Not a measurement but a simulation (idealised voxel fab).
Module name: voxel gate over fins (process module)
We display cut, a cross-section 240 nm in width whose square cells are each 5 nm.
For the purposes of this document, a cross-section shall be understood as a grid of square cells, specified as bands listed in top-to-bottom order, each band consisting of one or more rows of cells.
Per band: top height and bottom height in nm, followed by the left-to-right materials and their widths in nm; "all across" marks a single material spanning edge to edge, "blank" marks empty space.
Height reference: 0 = level under which incoming wafer is all one material. Lowest band: no bottom, runs on downward, e.g. "0 -> down".
The expression "30->40" gives the width at the extremes of the band, the first number at its top row of cells and the second at its bottom row, with the width changing by equal amounts from each row to the next in between.
"remained unchanged", as given for a step, is the statement that not any cell of the cross-section underwent a change during that step.
"Unvented internal voids" contains a list of empty spaces, each no smaller than 8 cells and without an open way to the top, written in the form width x height at distance with the distance from the left edge and all three in nm.
Past the settings on a step's line: simulator remark, on that step.
"overlay nm" answers the question of how far to the right of plan the mask lay on a step that has a mask, and when it is negative the answer is to the left.

### Planned step list for the process
| 1 | RECEIVE with material Si |
| 2 | CONFORMAL_DEP with material SiN, thk nm 10 |
| 3 | MASKED_ETCH with tone cover, mask id FINS, width nm 15, pitch nm 60, etch materials SiN, depth nm 10, overlay nm 0 |
| 4 | MASKED_ETCH with tone cover, mask id FINS, width nm 15, pitch nm 60, etch materials Si, depth nm 40, overlay nm 0 |
| 5 | FILL_DEP with material SiO2, thk nm 15 |
| 6 | CMP with height nm 10 |
| 7 | PATTERN with tone open, mask id RAIL, material resist, width nm 15, thk nm 15, overlay nm 0 |
| 8 | DIRECTIONAL_ETCH with etch materials SiO2, depth nm 45 |
| 9 | STRIP with etch materials resist |
| 10 | CONFORMAL_DEP with material TiN, thk nm 5 |
| 11 | FILL_DEP with material W, thk nm 5 |
| 12 | CMP with height nm 10 |
| 13 | SELECTIVE_ETCH with etch materials W Ru TiN, depth nm 30 |
| 14 | FILL_DEP with material SiO2, thk nm 5 |
| 15 | CMP with height nm 10 |
| 16 | SELECTIVE_ETCH with etch materials SiO2, depth nm 25 |
| 17 | STRIP with etch materials SiN |
| 18 | CONFORMAL_DEP with material HfO2, thk nm 5 |
| 19 | CONFORMAL_DEP with material TiN, thk nm 5 |
| 20 | FILL_DEP with material W, thk nm 10 |
| 21 | CMP with height nm 15 |
| 22 | CONFORMAL_DEP with material SiN, thk nm 10 |

### As-received wafer cross-section (after step 1)
- 0 -> down = Si all across
- Unvented internal voids: none

### Run as planned - first of the two wafers cross-sectioned at the end of the module
- 25 -> 15 = SiN all across
- 15 -> 10 = W all across
- 10 -> 5 = W: 70, then TiN: 35, then W: 25, then TiN: 35, then W: 75
- 5 -> 0 = W: 70, then TiN: 5, then HfO2: 25, then TiN: 5, then W: 25, then TiN: 5, then HfO2: 25, then TiN: 5, then W: 75
- 0 -> -5 = W: 70, then TiN: 5, then HfO2: 5, then Si: 15, then HfO2: 5, then TiN: 5, then W: 25, then TiN: 5, then HfO2: 5, then Si: 15, then HfO2: 5, then TiN: 5, then W: 75
- -5 -> -10 = TiN: 75, then HfO2: 5, then Si: 15, then HfO2: 5, then TiN: 35, then HfO2: 5, then Si: 15, then HfO2: 5, then TiN: 80
- -10 -> -15 = HfO2: 80, then Si: 15, then HfO2: 45, then Si: 15, then HfO2: 85
- -15 -> -20 = SiO2: 80, then Si: 15, then SiO2: 45, then Si: 15, then SiO2: 85
- -20 -> -30 = SiO2: 80, then Si: 15, then SiO2: 15, then TiN: 5, then W: 5, then TiN: 5, then SiO2: 15, then Si: 15, then SiO2: 85
- -30 -> -35 = SiO2: 80, then Si: 15, then SiO2: 15, then TiN: 15, then SiO2: 15, then Si: 15, then SiO2: 85
- -35 -> -40 = SiO2: 80, then Si: 15, then SiO2: 45, then Si: 15, then SiO2: 85
- -40 -> down = Si all across
- Unvented internal voids: none

### Wafer two cross-section, module end. Start and plan unchanged from wafer one; one mistake made during the run
- 25 -> 15 = SiO2 all across
- 15 -> 10 = W all across
- 10 -> 5 = W: 70, then TiN: 35, then W: 25, then TiN: 35, then W: 75
- 5 -> 0 = W: 70, then TiN: 5, then HfO2: 25, then TiN: 5, then W: 25, then TiN: 5, then HfO2: 25, then TiN: 5, then W: 75
- 0 -> -5 = W: 70, then TiN: 5, then HfO2: 5, then Si: 15, then HfO2: 5, then TiN: 5, then W: 25, then TiN: 5, then HfO2: 5, then Si: 15, then HfO2: 5, then TiN: 5, then W: 75
- -5 -> -10 = TiN: 75, then HfO2: 5, then Si: 15, then HfO2: 5, then TiN: 35, then HfO2: 5, then Si: 15, then HfO2: 5, then TiN: 80
- -10 -> -15 = HfO2: 80, then Si: 15, then HfO2: 45, then Si: 15, then HfO2: 85
- -15 -> -20 = SiO2: 80, then Si: 15, then SiO2: 45, then Si: 15, then SiO2: 85
- -20 -> -30 = SiO2: 80, then Si: 15, then SiO2: 15, then TiN: 5, then W: 5, then TiN: 5, then SiO2: 15, then Si: 15, then SiO2: 85
- -30 -> -35 = SiO2: 80, then Si: 15, then SiO2: 15, then TiN: 15, then SiO2: 15, then Si: 15, then SiO2: 85
- -35 -> -40 = SiO2: 80, then Si: 15, then SiO2: 45, then Si: 15, then SiO2: 85
- -40 -> down = Si all across
- Unvented internal voids: none
Diagnosis: step 22 ran with different settings than intended, the actual operation and settings being CONFORMAL_DEP with material SiO2, thk nm 10
Heads up, by the end the second wafer has more or fewer cells of some materials compared to the first: 96 fewer of SiN, 96 more of SiO2
